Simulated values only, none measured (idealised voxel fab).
This is a process module. Its name is voxel self aligned contacts.
This is section cut - it's 235 nm across, gridded in 5 nm square cells.
Heads up, the way a cross-section reads in here is a grid of square cells, handed over as bands from the top down, with every band being one or more rows of cells.
Look at the band entry: it leads with the top's height and the bottom's height in nm. Then it lists the materials left to right, with a width in nm for each. The word "all across" on a single material says that material fills the band edge to edge. The word "air" is empty space.
Height reference: 0 = level under which incoming wafer is all one material. Lowest band: no bottom, runs on downward, e.g. "z 0 and below".
Per-row width for "30..40": begins at first number (top row of band), ends at second number (bottom row), increment between rows held constant.
What does "nothing got changed" mean for a step? It means no cell of the cross-section changed in that step.
Reported under the label "Trapped void list" are the empty spaces having no open way to the top and comprising 8 cells or more; the notation for each is width x height at distance, in which the distance is measured from the left edge and all three values are in nm.
That trailing text on a step's line, after the settings, is the simulator's own remark on the step.
overlay nm: where the mask lay relative to plan, measured to the right, on steps with a mask; negatives go left.

Steps planned for the process:
1,RECEIVE with material Si
2,OXIDIZE with depth nm 5
3,DIRECTIONAL_DEP with material polySi, thk nm 25
4,DIRECTIONAL_DEP with material SiN, thk nm 15
5,PATTERN with tone cover, mask id GATE, material resist, width nm 25, pitch nm 60, thk nm 15, overlay nm 0
6,DIRECTIONAL_ETCH with etch materials SiN, depth nm 15
7,DIRECTIONAL_ETCH with etch materials polySi, depth nm 25
8,STRIP with etch materials resist
9,CONFORMAL_DEP with material SiN, thk nm 5
10,DIRECTIONAL_ETCH with etch materials SiN, depth nm 5
11,FILL_DEP with material SiO2, thk nm 15
12,CMP with height nm 45
13,PATTERN with tone open, mask id CONTACT, material resist, width nm 45, pitch nm 60, thk nm 15, overlay nm 0
14,DIRECTIONAL_ETCH with etch materials SiO2, depth nm 50
15,STRIP with etch materials resist
16,CONFORMAL_DEP with material TiN, thk nm 5
17,FILL_DEP with material W, thk nm 5
18,CMP with height nm 45
19,CONFORMAL_DEP with material SiN, thk nm 5

As-received wafer cross-section (after step 1):
    z 0 and below  Si all across
    Trapped void list: none

Cross-section taken at module completion on the first of two wafers; processed per the plan:
    z 50 to 45  SiN all across
    z 45 to 40  SiO2=65 | TiN=15 | W=15 | TiN=15 | SiO2=15 | TiN=15 | W=15 | TiN=15 | SiO2=65
    z 40 to 25  SiO2=40 | SiN=35 | TiN=5 | W=15 | TiN=5 | SiN=35 | TiN=5 | W=15 | TiN=5 | SiN=35 | SiO2=40
    z 25 to 0  SiO2=40 | SiN=5 | polySi=25 | SiN=5 | TiN=5 | W=15 | TiN=5 | SiN=5 | polySi=25 | SiN=5 | TiN=5 | W=15 | TiN=5 | SiN=5 | polySi=25 | SiN=5 | SiO2=40
    z 0 to -5  SiO2=75 | TiN=25 | SiO2=35 | TiN=25 | SiO2=75
    z -5 and below  Si all across
    Trapped void list: none

Cross-sectional image of the second wafer of the two following completion of the module. Starting state and process plan were the same as for the first wafer; one execution error occurred:
    z 50 to 45  SiN all across
    z 45 to 40  SiO2=40 | SiN=35 | TiN=25 | SiN=35 | TiN=25 | SiN=35 | SiO2=40
    z 40 to 25  SiN all across
    z 25 to 0  polySi all across
    z 0 to -5  SiO2 all across
    z -5 and below  Si all across
    Trapped void list: none
Processing error: plan step 4 ran twice
Count the cells at the end and the second wafer has more or fewer of some materials than the first: SiN: 69 more, SiO2: 131 fewer, TiN: 44 fewer, W: 54 fewer, polySi: 160 more
